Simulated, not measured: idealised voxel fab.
Presented below is a process module, voxel ribs on slabs.
Cross-sectional view cut (width: 285 nm; square cell size: 5 nm).
Format of a cross-section: grid, square cells. Given as bands. Order: top down. Band: one or more rows of cells. It is stipulated that each band's entry specify, in nanometres, the height of the top of the band and then that of its bottom, followed by the materials of the band in left-to-right sequence, each together with its width in nanometres. A single material marked by the word "everywhere" is understood to fill the band from edge to edge; the word "air" is understood to denote empty space. The level at which height equals 0 is the one under which the wafer, as it arrives, is entirely one material. No lower edge exists for the bottom band, which continues downward and is notated as in "z 0 and below". Per-row width for "30 to 40": begins at first number (top row of band), ends at second number (bottom row), increment between rows held constant. Take "same as before" at face value: in the step it is given for, the cross-section changed in none of its cells. Under "Voids, fully enclosed" you'll find the enclosed gaps, the ones with no way out to the top, that are 8 cells or bigger; each reads width x height at distance, with distance counted from the left edge, everything in nm. Step line, after settings: the simulator's comment on this step. Regarding "overlay nm": on a step with a mask, it is the distance the mask lay to the right of its planned place; a negative value places it to the left. Guide to the pairs. Each holds a before and an after cross-section around one process step; the after cross-section is cut off at the lowest band that changed. Look under the pair for the step between them and its settings. Pairs can come from different runs of this module on the same starting wafer, so a pair follows on from the one above it only where its entry headed "Incoming structure" says it does.
Incoming structure:
> z 0 and below = Si everywhere
> Voids, fully enclosed: none
Post-Step Snapshot:
> z 30 to 0 = SiO2 everywhere
> Rest of section, below 0: as before.
> Voids, fully enclosed: none
Going from one cross-section above to the next, the wafer undergoes DIRECTIONAL_DEP: material SiO2, thk nm 30
Incoming structure: refer to the pair immediately above; the cross-section shown after its step is the state before this one.
Post-Step Snapshot:
> z 45 to 30 = SiN everywhere
> Rest of section, below 30: as before.
> Voids, fully enclosed: none
Going from one cross-section above to the next, the wafer undergoes DIRECTIONAL_DEP: material SiN, thk nm 15
Incoming structure: refer to the pair immediately above; the cross-section shown after its step is the state before this one.
Post-Step Snapshot:
> z 55 to 45 = aC everywhere
> Rest of section, below 45: as before.
> Voids, fully enclosed: none
Going from one cross-section above to the next, the wafer undergoes DIRECTIONAL_DEP: material aC, thk nm 10
Incoming structure: refer to the pair immediately above; the cross-section shown after its step is the state before this one.
Post-Step Snapshot:
> z 80 to 55 = 135 nm air, then 15 nm resist, then 135 nm air
> Rest of section, below 55: as before.
> Voids, fully enclosed: none
Going from one cross-section above to the next, the wafer undergoes PATTERN: tone cover, mask id RIB, material resist, width nm 15, thk nm 25, overlay nm 0
Incoming structure: refer to the pair immediately above; the cross-section shown after its step is the state before this one.
Post-Step Snapshot:
> z 70 to 55 = 135 nm air, then 15 nm resist, then 135 nm air
> z 55 to 45 = 135 nm air, then 15 nm aC, then 135 nm air
> Rest of section, below 45: as before.
> Voids, fully enclosed: none
Going from one cross-section above to the next, the wafer undergoes DIRECTIONAL_ETCH: etch materials aC, depth nm 10
Incoming structure: refer to the pair immediately above; the cross-section shown after its step is the state before this one.
Post-Step Snapshot:
> z 55 to 45 = 135 nm air, then 15 nm aC, then 135 nm air
> Rest of section, below 45: as before.
> Voids, fully enclosed: none
Going from one cross-section above to the next, the wafer undergoes STRIP: etch materials resist
Incoming structure: refer to the pair immediately above; the cross-section shown after its step is the state before this one.
Post-Step Snapshot:
> z 55 to 45 = 135 nm air, then 15 nm aC, then 135 nm air
> z 45 to 35 = 135 nm air, then 15 nm SiN, then 135 nm air
> Rest of section, below 35: as before.
> Voids, fully enclosed: none
Going from one cross-section above to the next, the wafer undergoes DIRECTIONAL_ETCH: etch materials SiN, depth nm 10
Incoming structure: refer to the pair immediately above; the cross-section shown after its step is the state before this one.
Post-Step Snapshot:
> z 45 to 35 = 135 nm air, then 15 nm SiN, then 135 nm air
> Rest of section, below 35: as before.
> Voids, fully enclosed: none
Going from one cross-section above to the next, the wafer undergoes STRIP: etch materials aC
Incoming structure: refer to the pair immediately above; the cross-section shown after its step is the state before this one.
Post-Step Snapshot:
> z 60 to 45 = 120 nm air, then 45 nm resist, then 120 nm air
> z 45 to 35 = 120 nm air, then 15 nm resist, then 15 nm SiN, then 15 nm resist, then 120 nm air
> Rest of section, below 35: as before.
> Voids, fully enclosed: none
Going from one cross-section above to the next, the wafer undergoes PATTERN: tone cover, mask id SLAB, material resist, width nm 45, thk nm 15, overlay nm 0
Incoming structure: refer to the pair immediately above; the cross-section shown after its step is the state before this one.
Post-Step Snapshot:
> z 60 to 45 = 120 nm air, then 45 nm resist, then 120 nm air
> z 45 to 35 = 120 nm air, then 15 nm resist, then 15 nm SiN, then 15 nm resist, then 120 nm air
> z 35 to 30 = 120 nm air, then 45 nm SiN, then 120 nm air
> Rest of section, below 30: as before.
> Voids, fully enclosed: none
Going from one cross-section above to the next, the wafer undergoes DIRECTIONAL_ETCH: etch materials SiN, depth nm 5
Incoming structure: refer to the pair immediately above; the cross-section shown after its step is the state before this one.
Post-Step Snapshot:
> z 45 to 35 = 135 nm air, then 15 nm SiN, then 135 nm air
> Rest of section, below 35: as before.
> Voids, fully enclosed: none
Going from one cross-section above to the next, the wafer undergoes STRIP: etch materials resist
Incoming structure: refer to the pair immediately above; the cross-section shown after its step is the state before this one.
Post-Step Snapshot:
> z 70 to 45 = SiO2 everywhere
> z 45 to 35 = 135 nm SiO2, then 15 nm SiN, then 135 nm SiO2
> z 35 to 30 = 120 nm SiO2, then 45 nm SiN, then 120 nm SiO2
> Rest of section, below 30: as before.
> Voids, fully enclosed: none
Going from one cross-section above to the next, the wafer undergoes FILL_DEP: material SiO2, thk nm 25
Incoming structure: refer to the pair immediately above; the cross-section shown after its step is the state before this one.
Post-Step Snapshot:
> z 65 to 45 = SiO2 everywhere
> Rest of section, below 45: as before.
> Voids, fully enclosed: none
Going from one cross-section above to the next, the wafer undergoes CMP: height nm 65
Incoming structure: refer to the pair immediately above; the cross-section shown after its step is the state before this one.
Post-Step Snapshot:
> z 70 to 65 = W everywhere
> Rest of section, below 65: as before.
> Voids, fully enclosed: none
Going from one cross-section above to the next, the wafer undergoes DIRECTIONAL_DEP: material W, thk nm 5
Incoming structure: refer to the pair immediately above; the cross-section shown after its step is the state before this one.
Post-Step Snapshot:
> z 70 to 65 = 130 nm air, then 25 nm W, then 130 nm air
> Rest of section, below 65: as before.
> Voids, fully enclosed: none
Going from one cross-section above to the next, the wafer undergoes MASKED_ETCH: tone cover, mask id HEATER, width nm 25, etch materials W, depth nm 5, overlay nm 0
Incoming structure: refer to the pair immediately above; the cross-section shown after its step is the state before this one.
Post-Step Snapshot:
> z 75 to 70 = 125 nm air, then 35 nm SiO2, then 125 nm air
> z 70 to 65 = 130 nm SiO2, then 25 nm W, then 130 nm SiO2
> Rest of section, below 65: as before.
> Voids, fully enclosed: none
Going from one cross-section above to the next, the wafer undergoes CONFORMAL_DEP: material SiO2, thk nm 5
Incoming structure:
> z 45 to 30 = SiN everywhere
> z 30 to 0 = SiO2 everywhere
> z 0 and below = Si everywhere
> Voids, fully enclosed: none
Post-Step Snapshot:
> z 60 to 30 = SiN everywhere
> Rest of section, below 30: as before.
> Voids, fully enclosed: none
Going from one cross-section above to the next, the wafer undergoes DIRECTIONAL_DEP: material SiN, thk nm 15
Incoming structure: refer to the pair immediately above; the cross-section shown after its step is the state before this one.
Post-Step Snapshot:
> z 70 to 60 = aC everywhere
> Rest of section, below 60: as before.
> Voids, fully enclosed: none
Going from one cross-section above to the next, the wafer undergoes DIRECTIONAL_DEP: material aC, thk nm 10
Incoming structure: refer to the pair immediately above; the cross-section shown after its step is the state before this one.
Post-Step Snapshot:
> z 95 to 70 = 135 nm air, then 15 nm resist, then 135 nm air
> Rest of section, below 70: as before.
> Voids, fully enclosed: none
Going from one cross-section above to the next, the wafer undergoes PATTERN: tone cover, mask id RIB, material resist, width nm 15, thk nm 25, overlay nm 0
Incoming structure: refer to the pair immediately above; the cross-section shown after its step is the state before this one.
Post-Step Snapshot:
> z 85 to 70 = 135 nm air, then 15 nm resist, then 135 nm air
> z 70 to 60 = 135 nm air, then 15 nm aC, then 135 nm air
> Rest of section, below 60: as before.
> Voids, fully enclosed: none
Going from one cross-section above to the next, the wafer undergoes DIRECTIONAL_ETCH: etch materials aC, depth nm 10
Incoming structure: refer to the pair immediately above; the cross-section shown after its step is the state before this one.
Post-Step Snapshot:
> z 70 to 60 = 135 nm air, then 15 nm aC, then 135 nm air
> Rest of section, below 60: as before.
> Voids, fully enclosed: none
Going from one cross-section above to the next, the wafer undergoes STRIP: etch materials resist
Incoming structure: refer to the pair immediately above; the cross-section shown after its step is the state before this one.
Post-Step Snapshot:
> z 70 to 60 = 135 nm air, then 15 nm aC, then 135 nm air
> z 60 to 50 = 135 nm air, then 15 nm SiN, then 135 nm air
> Rest of section, below 50: as before.
> Voids, fully enclosed: none
Going from one cross-section above to the next, the wafer undergoes DIRECTIONAL_ETCH: etch materials SiN, depth nm 10
Incoming structure: refer to the pair immediately above; the cross-section shown after its step is the state before this one.
Post-Step Snapshot:
> z 60 to 50 = 135 nm air, then 15 nm SiN, then 135 nm air
> Rest of section, below 50: as before.
> Voids, fully enclosed: none
Going from one cross-section above to the next, the wafer undergoes STRIP: etch materials aC
Incoming structure: refer to the pair immediately above; the cross-section shown after its step is the state before this one.
Post-Step Snapshot:
> z 75 to 60 = 120 nm air, then 45 nm resist, then 120 nm air
> z 60 to 50 = 120 nm air, then 15 nm resist, then 15 nm SiN, then 15 nm resist, then 120 nm air
> Rest of section, below 50: as before.
> Voids, fully enclosed: none
Going from one cross-section above to the next, the wafer undergoes PATTERN: tone cover, mask id SLAB, material resist, width nm 45, thk nm 15, overlay nm 0
Incoming structure: refer to the pair immediately above; the cross-section shown after its step is the state before this one.
Post-Step Snapshot:
> z 75 to 60 = 120 nm air, then 45 nm resist, then 120 nm air
> z 60 to 50 = 120 nm air, then 15 nm resist, then 15 nm SiN, then 15 nm resist, then 120 nm air
> z 50 to 45 = 120 nm air, then 45 nm SiN, then 120 nm air
> Rest of section, below 45: as before.
> Voids, fully enclosed: none
Going from one cross-section above to the next, the wafer undergoes DIRECTIONAL_ETCH: etch materials SiN, depth nm 5
Incoming structure: refer to the pair immediately above; the cross-section shown after its step is the state before this one.
Post-Step Snapshot:
> z 60 to 50 = 135 nm air, then 15 nm SiN, then 135 nm air
> Rest of section, below 50: as before.
> Voids, fully enclosed: none
Going from one cross-section above to the next, the wafer undergoes STRIP: etch materials resist
Incoming structure: refer to the pair immediately above; the cross-section shown after its step is the state before this one.
Post-Step Snapshot:
> z 85 to 60 = SiO2 everywhere
> z 60 to 50 = 135 nm SiO2, then 15 nm SiN, then 135 nm SiO2
> z 50 to 45 = 120 nm SiO2, then 45 nm SiN, then 120 nm SiO2
> Rest of section, below 45: as before.
> Voids, fully enclosed: none
Going from one cross-section above to the next, the wafer undergoes FILL_DEP: material SiO2, thk nm 25
Incoming structure: refer to the pair immediately above; the cross-section shown after its step is the state before this one.
Post-Step Snapshot:
> z 65 to 60 = SiO2 everywhere
> Rest of section, below 60: as before.
> Voids, fully enclosed: none
Going from one cross-section above to the next, the wafer undergoes CMP: height nm 65
Incoming structure: refer to the pair immediately above; the cross-section shown after its step is the state before this one.
Post-Step Snapshot:
> z 70 to 65 = W everywhere
> Rest of section, below 65: as before.
> Voids, fully enclosed: none
Going from one cross-section above to the next, the wafer undergoes DIRECTIONAL_DEP: material W, thk nm 5
Incoming structure: refer to the pair immediately above; the cross-section shown after its step is the state before this one.
Post-Step Snapshot:
> z 70 to 65 = 130 nm air, then 25 nm W, then 130 nm air
> Rest of section, below 65: as before.
> Voids, fully enclosed: none
Going from one cross-section above to the next, the wafer undergoes MASKED_ETCH: tone cover, mask id HEATER, width nm 25, etch materials W, depth nm 5, overlay nm 0
Incoming structure: refer to the pair immediately above; the cross-section shown after its step is the state before this one.
Post-Step Snapshot:
> z 75 to 70 = 125 nm air, then 35 nm SiO2, then 125 nm air
> z 70 to 65 = 130 nm SiO2, then 25 nm W, then 130 nm SiO2
> Rest of section, below 65: as before.
> Voids, fully enclosed: none
Going from one cross-section above to the next, the wafer undergoes CONFORMAL_DEP: material SiO2, thk nm 5
Incoming structure:
> z 30 to 0 = SiO2 everywhere
> z 0 and below = Si everywhere
> Voids, fully enclosed: none
Post-Step Snapshot:
> z 40 to 30 = aC everywhere
> Rest of section, below 30: as before.
> Voids, fully enclosed: none
Going from one cross-section above to the next, the wafer undergoes DIRECTIONAL_DEP: material aC, thk nm 10
Incoming structure: refer to the pair immediately above; the cross-section shown after its step is the state before this one.
Post-Step Snapshot:
> z 55 to 40 = SiN everywhere
> Rest of section, below 40: as before.
> Voids, fully enclosed: none
Going from one cross-section above to the next, the wafer undergoes DIRECTIONAL_DEP: material SiN, thk nm 15
Incoming structure: refer to the pair immediately above; the cross-section shown after its step is the state before this one.
Post-Step Snapshot:
> z 80 to 55 = 135 nm air, then 15 nm resist, then 135 nm air
> Rest of section, below 55: as before.
> Voids, fully enclosed: none
Going from one cross-section above to the next, the wafer undergoes PATTERN: tone cover, mask id RIB, material resist, width nm 15, thk nm 25, overlay nm 0
Incoming structure: refer to the pair immediately above; the cross-section shown after its step is the state before this one.
Post-Step Snapshot:
> z 70 to 55 = 135 nm air, then 15 nm resist, then 135 nm air
> Rest of section, below 55: as before.
> Voids, fully enclosed: none
Going from one cross-section above to the next, the wafer undergoes DIRECTIONAL_ETCH: etch materials aC, depth nm 10
Incoming structure: refer to the pair immediately above; the cross-section shown after its step is the state before this one.
Post-Step Snapshot:
> z 55 to 40 = SiN everywhere
> Rest of section, below 40: as before.
> Voids, fully enclosed: none
Going from one cross-section above to the next, the wafer undergoes STRIP: etch materials resist
Incoming structure: refer to the pair immediately above; the cross-section shown after its step is the state before this one.
Post-Step Snapshot:
> z 45 to 40 = SiN everywhere
> Rest of section, below 40: as before.
> Voids, fully enclosed: none
Going from one cross-section above to the next, the wafer undergoes DIRECTIONAL_ETCH: etch materials SiN, depth nm 10
Incoming structure: refer to the pair immediately above; the cross-section shown after its step is the state before this one.
Post-Step Snapshot:
> z 60 to 45 = 120 nm air, then 45 nm resist, then 120 nm air
> Rest of section, below 45: as before.
> Voids, fully enclosed: none
Going from one cross-section above to the next, the wafer undergoes PATTERN: tone cover, mask id SLAB, material resist, width nm 45, thk nm 15, overlay nm 0
Incoming structure: refer to the pair immediately above; the cross-section shown after its step is the state before this one.
Post-Step Snapshot:
> z 60 to 45 = 120 nm air, then 45 nm resist, then 120 nm air
> z 45 to 40 = 120 nm air, then 45 nm SiN, then 120 nm air
> Rest of section, below 40: as before.
> Voids, fully enclosed: none
Going from one cross-section above to the next, the wafer undergoes DIRECTIONAL_ETCH: etch materials SiN, depth nm 5
Incoming structure: refer to the pair immediately above; the cross-section shown after its step is the state before this one.
Post-Step Snapshot:
> z 45 to 40 = 120 nm air, then 45 nm SiN, then 120 nm air
> Rest of section, below 40: as before.
> Voids, fully enclosed: none
Going from one cross-section above to the next, the wafer undergoes STRIP: etch materials resist
Incoming structure: refer to the pair immediately above; the cross-section shown after its step is the state before this one.
Post-Step Snapshot:
> z 70 to 45 = SiO2 everywhere
> z 45 to 40 = 120 nm SiO2, then 45 nm SiN, then 120 nm SiO2
> Rest of section, below 40: as before.
> Voids, fully enclosed: none
Going from one cross-section above to the next, the wafer undergoes FILL_DEP: material SiO2, thk nm 25
Incoming structure: refer to the pair immediately above; the cross-section shown after its step is the state before this one.
Post-Step Snapshot:
> z 65 to 45 = SiO2 everywhere
> Rest of section, below 45: as before.
> Voids, fully enclosed: none
Going from one cross-section above to the next, the wafer undergoes CMP: height nm 65
Incoming structure: refer to the pair immediately above; the cross-section shown after its step is the state before this one.
Post-Step Snapshot:
> z 70 to 65 = W everywhere
> Rest of section, below 65: as before.
> Voids, fully enclosed: none
Going from one cross-section above to the next, the wafer undergoes DIRECTIONAL_DEP: material W, thk nm 5
Incoming structure: refer to the pair immediately above; the cross-section shown after its step is the state before this one.
Post-Step Snapshot:
> z 70 to 65 = 130 nm air, then 25 nm W, then 130 nm air
> Rest of section, below 65: as before.
> Voids, fully enclosed: none
Going from one cross-section above to the next, the wafer undergoes MASKED_ETCH: tone cover, mask id HEATER, width nm 25, etch materials W, depth nm 5, overlay nm 0
Incoming structure: refer to the pair immediately above; the cross-section shown after its step is the state before this one.
Post-Step Snapshot:
> z 75 to 70 = 125 nm air, then 35 nm SiO2, then 125 nm air
> z 70 to 65 = 130 nm SiO2, then 25 nm W, then 130 nm SiO2
> Rest of section, below 65: as before.
> Voids, fully enclosed: none
Going from one cross-section above to the next, the wafer undergoes CONFORMAL_DEP: material SiO2, thk nm 5
Incoming structure:
> z 70 to 45 = SiO2 everywhere
> z 45 to 35 = 135 nm SiO2, then 15 nm SiN, then 135 nm SiO2
> z 35 to 30 = 120 nm SiO2, then 45 nm SiN, then 120 nm SiO2
> z 30 to 0 = SiO2 everywhere
> z 0 and below = Si everywhere
> Voids, fully enclosed: none
Post-Step Snapshot:
> z 60 to 45 = SiO2 everywhere
> Rest of section, below 45: as before.
> Voids, fully enclosed: none
Going from one cross-section above to the next, the wafer undergoes CMP: height nm 60
Incoming structure: refer to the pair immediately above; the cross-section shown after its step is the state before this one.
Post-Step Snapshot:
> z 65 to 60 = W everywhere
> Rest of section, below 60: as before.
> Voids, fully enclosed: none
Going from one cross-section above to the next, the wafer undergoes DIRECTIONAL_DEP: material W, thk nm 5
Incoming structure: refer to the pair immediately above; the cross-section shown after its step is the state before this one.
Post-Step Snapshot:
> z 65 to 60 = 130 nm air, then 25 nm W, then 130 nm air
> Rest of section, below 60: as before.
> Voids, fully enclosed: none
Going from one cross-section above to the next, the wafer undergoes MASKED_ETCH: tone cover, mask id HEATER, width nm 25, etch materials W, depth nm 5, overlay nm 0
Incoming structure: refer to the pair immediately above; the cross-section shown after its step is the state before this one.
Post-Step Snapshot:
> z 70 to 65 = 125 nm air, then 35 nm SiO2, then 125 nm air
> z 65 to 60 = 130 nm SiO2, then 25 nm W, then 130 nm SiO2
> Rest of section, below 60: as before.
> Voids, fully enclosed: none
Going from one cross-section above to the next, the wafer undergoes CONFORMAL_DEP: material SiO2, thk nm 5
Incoming structure:
> z 45 to 35 = 135 nm air, then 15 nm SiN, then 135 nm air
> z 35 to 30 = SiN everywhere
> z 30 to 0 = SiO2 everywhere
> z 0 and below = Si everywhere
> Voids, fully enclosed: none
Post-Step Snapshot:
> z 60 to 45 = 125 nm air, then 40 nm resist, then 120 nm air
> z 45 to 35 = 125 nm air, then 10 nm resist, then 15 nm SiN, then 15 nm resist, then 120 nm air
> Rest of section, below 35: as before.
> Voids, fully enclosed: none
Going from one cross-section above to the next, the wafer undergoes PATTERN: tone cover, mask id SLAB, material resist, width nm 40, thk nm 15, overlay nm 0
Incoming structure: refer to the pair immediately above; the cross-section shown after its step is the state before this one.
Post-Step Snapshot:
> z 60 to 45 = 125 nm air, then 40 nm resist, then 120 nm air
> z 45 to 35 = 125 nm air, then 10 nm resist, then 15 nm SiN, then 15 nm resist, then 120 nm air
> z 35 to 30 = 125 nm air, then 40 nm SiN, then 120 nm air
> Rest of section, below 30: as before.
> Voids, fully enclosed: none
Going from one cross-section above to the next, the wafer undergoes DIRECTIONAL_ETCH: etch materials SiN, depth nm 5
Incoming structure: refer to the pair immediately above; the cross-section shown after its step is the state before this one.
Post-Step Snapshot:
> z 45 to 35 = 135 nm air, then 15 nm SiN, then 135 nm air
> Rest of section, below 35: as before.
> Voids, fully enclosed: none
Going from one cross-section above to the next, the wafer undergoes STRIP: etch materials resist
Incoming structure: refer to the pair immediately above; the cross-section shown after its step is the state before this one.
Post-Step Snapshot:
> z 70 to 45 = SiO2 everywhere
> z 45 to 35 = 135 nm SiO2, then 15 nm SiN, then 135 nm SiO2
> z 35 to 30 = 125 nm SiO2, then 40 nm SiN, then 120 nm SiO2
> Rest of section, below 30: as before.
> Voids, fully enclosed: none
Going from one cross-section above to the next, the wafer undergoes FILL_DEP: material SiO2, thk nm 25
Incoming structure: refer to the pair immediately above; the cross-section shown after its step is the state before this one.
Post-Step Snapshot:
> z 65 to 45 = SiO2 everywhere
> Rest of section, below 45: as before.
> Voids, fully enclosed: none
Going from one cross-section above to the next, the wafer undergoes CMP: height nm 65
Incoming structure: refer to the pair immediately above; the cross-section shown after its step is the state before this one.
Post-Step Snapshot:
> z 70 to 65 = W everywhere
> Rest of section, below 65: as before.
> Voids, fully enclosed: none
Going from one cross-section above to the next, the wafer undergoes DIRECTIONAL_DEP: material W, thk nm 5
Incoming structure: refer to the pair immediately above; the cross-section shown after its step is the state before this one.
Post-Step Snapshot:
> z 70 to 65 = 130 nm air, then 25 nm W, then 130 nm air
> Rest of section, below 65: as before.
> Voids, fully enclosed: none
Going from one cross-section above to the next, the wafer undergoes MASKED_ETCH: tone cover, mask id HEATER, width nm 25, etch materials W, depth nm 5, overlay nm 0
Incoming structure: refer to the pair immediately above; the cross-section shown after its step is the state before this one.
Post-Step Snapshot:
> z 75 to 70 = 125 nm air, then 35 nm SiO2, then 125 nm air
> z 70 to 65 = 130 nm SiO2, then 25 nm W, then 130 nm SiO2
> Rest of section, below 65: as before.
> Voids, fully enclosed: none
Going from one cross-section above to the next, the wafer undergoes CONFORMAL_DEP: material SiO2, thk nm 5
Incoming structure:
> z 45 to 35 = 135 nm air, then 15 nm SiN, then 135 nm air
> z 35 to 30 = SiN everywhere
> z 30 to 0 = SiO2 everywhere
> z 0 and below = Si everywhere
> Voids, fully enclosed: none
Post-Step Snapshot:
> z 60 to 45 = 110 nm air, then 45 nm resist, then 130 nm air
> z 45 to 35 = 110 nm air, then 25 nm resist, then 15 nm SiN, then 5 nm resist, then 130 nm air
> Rest of section, below 35: as before.
> Voids, fully enclosed: none
Going from one cross-section above to the next, the wafer undergoes PATTERN: tone cover, mask id SLAB, material resist, width nm 45, thk nm 15, overlay nm -10
Incoming structure: refer to the pair immediately above; the cross-section shown after its step is the state before this one.
Post-Step Snapshot:
> z 60 to 45 = 110 nm air, then 45 nm resist, then 130 nm air
> z 45 to 35 = 110 nm air, then 25 nm resist, then 15 nm SiN, then 5 nm resist, then 130 nm air
> z 35 to 30 = 110 nm air, then 45 nm SiN, then 130 nm air
> Rest of section, below 30: as before.
> Voids, fully enclosed: none
Going from one cross-section above to the next, the wafer undergoes DIRECTIONAL_ETCH: etch materials SiN, depth nm 5
Incoming structure: refer to the pair immediately above; the cross-section shown after its step is the state before this one.
Post-Step Snapshot:
> z 45 to 35 = 135 nm air, then 15 nm SiN, then 135 nm air
> Rest of section, below 35: as before.
> Voids, fully enclosed: none
Going from one cross-section above to the next, the wafer undergoes STRIP: etch materials resist
Incoming structure: refer to the pair immediately above; the cross-section shown after its step is the state before this one.
Post-Step Snapshot:
> z 70 to 45 = SiO2 everywhere
> z 45 to 35 = 135 nm SiO2, then 15 nm SiN, then 135 nm SiO2
> z 35 to 30 = 110 nm SiO2, then 45 nm SiN, then 130 nm SiO2
> Rest of section, below 30: as before.
> Voids, fully enclosed: none
Going from one cross-section above to the next, the wafer undergoes FILL_DEP: material SiO2, thk nm 25
Incoming structure: refer to the pair immediately above; the cross-section shown after its step is the state before this one.
Post-Step Snapshot:
> z 65 to 45 = SiO2 everywhere
> Rest of section, below 45: as before.
> Voids, fully enclosed: none
Going from one cross-section above to the next, the wafer undergoes CMP: height nm 65
Incoming structure: refer to the pair immediately above; the cross-section shown after its step is the state before this one.
Post-Step Snapshot:
> z 70 to 65 = W everywhere
> Rest of section, below 65: as before.
> Voids, fully enclosed: none
Going from one cross-section above to the next, the wafer undergoes DIRECTIONAL_DEP: material W, thk nm 5
Incoming structure: refer to the pair immediately above; the cross-section shown after its step is the state before this one.
Post-Step Snapshot:
> z 70 to 65 = 130 nm air, then 25 nm W, then 130 nm air
> Rest of section, below 65: as before.
> Voids, fully enclosed: none
Going from one cross-section above to the next, the wafer undergoes MASKED_ETCH: tone cover, mask id HEATER, width nm 25, etch materials W, depth nm 5, overlay nm 0
Incoming structure: refer to the pair immediately above; the cross-section shown after its step is the state before this one.
Post-Step Snapshot:
> z 75 to 70 = 125 nm air, then 35 nm SiO2, then 125 nm air
> z 70 to 65 = 130 nm SiO2, then 25 nm W, then 130 nm SiO2
> Rest of section, below 65: as before.
> Voids, fully enclosed: none
Going from one cross-section above to the next, the wafer undergoes CONFORMAL_DEP: material SiO2, thk nm 5
Incoming structure:
> z 0 and below = Si everywhere
> Voids, fully enclosed: none
Post-Step Snapshot:
> z 30 to 0 = W everywhere
> Rest of section, below 0: as before.
> Voids, fully enclosed: none
Going from one cross-section above to the next, the wafer undergoes DIRECTIONAL_DEP: material W, thk nm 30
Incoming structure: refer to the pair immediately above; the cross-section shown after its step is the state before this one.
Post-Step Snapshot:
> z 45 to 30 = SiN everywhere
> Rest of section, below 30: as before.
> Voids, fully enclosed: none
Going from one cross-section above to the next, the wafer undergoes DIRECTIONAL_DEP: material SiN, thk nm 15
Incoming structure: refer to the pair immediately above; the cross-section shown after its step is the state before this one.
Post-Step Snapshot:
> z 55 to 45 = aC everywhere
> Rest of section, below 45: as before.
> Voids, fully enclosed: none
Going from one cross-section above to the next, the wafer undergoes DIRECTIONAL_DEP: material aC, thk nm 10
Incoming structure: refer to the pair immediately above; the cross-section shown after its step is the state before this one.
Post-Step Snapshot:
> z 80 to 55 = 135 nm air, then 15 nm resist, then 135 nm air
> Rest of section, below 55: as before.
> Voids, fully enclosed: none
Going from one cross-section above to the next, the wafer undergoes PATTERN: tone cover, mask id RIB, material resist, width nm 15, thk nm 25, overlay nm 0
Incoming structure: refer to the pair immediately above; the cross-section shown after its step is the state before this one.
Post-Step Snapshot:
> z 70 to 55 = 135 nm air, then 15 nm resist, then 135 nm air
> z 55 to 45 = 135 nm air, then 15 nm aC, then 135 nm air
> Rest of section, below 45: as before.
> Voids, fully enclosed: none
Going from one cross-section above to the next, the wafer undergoes DIRECTIONAL_ETCH: etch materials aC, depth nm 10
Incoming structure: refer to the pair immediately above; the cross-section shown after its step is the state before this one.
Post-Step Snapshot:
> z 55 to 45 = 135 nm air, then 15 nm aC, then 135 nm air
> Rest of section, below 45: as before.
> Voids, fully enclosed: none
Going from one cross-section above to the next, the wafer undergoes STRIP: etch materials resist
Incoming structure: refer to the pair immediately above; the cross-section shown after its step is the state before this one.
Post-Step Snapshot:
> z 55 to 45 = 135 nm air, then 15 nm aC, then 135 nm air
> z 45 to 35 = 135 nm air, then 15 nm SiN, then 135 nm air
> Rest of section, below 35: as before.
> Voids, fully enclosed: none
Going from one cross-section above to the next, the wafer undergoes DIRECTIONAL_ETCH: etch materials SiN, depth nm 10
Incoming structure: refer to the pair immediately above; the cross-section shown after its step is the state before this one.
Post-Step Snapshot:
> z 45 to 35 = 135 nm air, then 15 nm SiN, then 135 nm air
> Rest of section, below 35: as before.
> Voids, fully enclosed: none
Going from one cross-section above to the next, the wafer undergoes STRIP: etch materials aC
Incoming structure: refer to the pair immediately above; the cross-section shown after its step is the state before this one.
Post-Step Snapshot:
> z 60 to 45 = 120 nm air, then 45 nm resist, then 120 nm air
> z 45 to 35 = 120 nm air, then 15 nm resist, then 15 nm SiN, then 15 nm resist, then 120 nm air
> Rest of section, below 35: as before.
> Voids, fully enclosed: none
Going from one cross-section above to the next, the wafer undergoes PATTERN: tone cover, mask id SLAB, material resist, width nm 45, thk nm 15, overlay nm 0
Incoming structure: refer to the pair immediately above; the cross-section shown after its step is the state before this one.
Post-Step Snapshot:
> z 60 to 45 = 120 nm air, then 45 nm resist, then 120 nm air
> z 45 to 35 = 120 nm air, then 15 nm resist, then 15 nm SiN, then 15 nm resist, then 120 nm air
> z 35 to 30 = 120 nm air, then 45 nm SiN, then 120 nm air
> Rest of section, below 30: as before.
> Voids, fully enclosed: none
Going from one cross-section above to the next, the wafer undergoes DIRECTIONAL_ETCH: etch materials SiN, depth nm 5
Incoming structure: refer to the pair immediately above; the cross-section shown after its step is the state before this one.
Post-Step Snapshot:
> z 45 to 35 = 135 nm air, then 15 nm SiN, then 135 nm air
> Rest of section, below 35: as before.
> Voids, fully enclosed: none
Going from one cross-section above to the next, the wafer undergoes STRIP: etch materials resist
Incoming structure: refer to the pair immediately above; the cross-section shown after its step is the state before this one.
Post-Step Snapshot:
> z 70 to 45 = SiO2 everywhere
> z 45 to 35 = 135 nm SiO2, then 15 nm SiN, then 135 nm SiO2
> z 35 to 30 = 120 nm SiO2, then 45 nm SiN, then 120 nm SiO2
> Rest of section, below 30: as before.
> Voids, fully enclosed: none
Going from one cross-section above to the next, the wafer undergoes FILL_DEP: material SiO2, thk nm 25
Incoming structure: refer to the pair immediately above; the cross-section shown after its step is the state before this one.
Post-Step Snapshot:
> z 65 to 45 = SiO2 everywhere
> Rest of section, below 45: as before.
> Voids, fully enclosed: none
Going from one cross-section above to the next, the wafer undergoes CMP: height nm 65
Incoming structure: refer to the pair immediately above; the cross-section shown after its step is the state before this one.
Post-Step Snapshot:
> z 70 to 65 = W everywhere
> Rest of section, below 65: as before.
> Voids, fully enclosed: none
Going from one cross-section above to the next, the wafer undergoes DIRECTIONAL_DEP: material W, thk nm 5
Incoming structure: refer to the pair immediately above; the cross-section shown after its step is the state before this one.
Post-Step Snapshot:
> z 70 to 65 = 130 nm air, then 25 nm W, then 130 nm air
> Rest of section, below 65: as before.
> Voids, fully enclosed: none
Going from one cross-section above to the next, the wafer undergoes MASKED_ETCH: tone cover, mask id HEATER, width nm 25, etch materials W, depth nm 5, overlay nm 0
Incoming structure: refer to the pair immediately above; the cross-section shown after its step is the state before this one.
Post-Step Snapshot:
> z 75 to 70 = 125 nm air, then 35 nm SiO2, then 125 nm air
> z 70 to 65 = 130 nm SiO2, then 25 nm W, then 130 nm SiO2
> Rest of section, below 65: as before.
> Voids, fully enclosed: none
Going from one cross-section above to the next, the wafer undergoes CONFORMAL_DEP: material SiO2, thk nm 5
Incoming structure:
> z 70 to 65 = W everywhere
> z 65 to 45 = SiO2 everywhere
> z 45 to 35 = 135 nm SiO2, then 15 nm SiN, then 135 nm SiO2
> z 35 to 30 = 120 nm SiO2, then 45 nm SiN, then 120 nm SiO2
> z 30 to 0 = SiO2 everywhere
> z 0 and below = Si everywhere
> Voids, fully enclosed: none
Post-Step Snapshot:
> z 70 to 65 = 130 nm W, then 25 nm air, then 130 nm W
> Rest of section, below 65: as before.
> Voids, fully enclosed: none
Going from one cross-section above to the next, the wafer undergoes MASKED_ETCH: tone open, mask id HEATER, width nm 25, etch materials W, depth nm 5, overlay nm 0
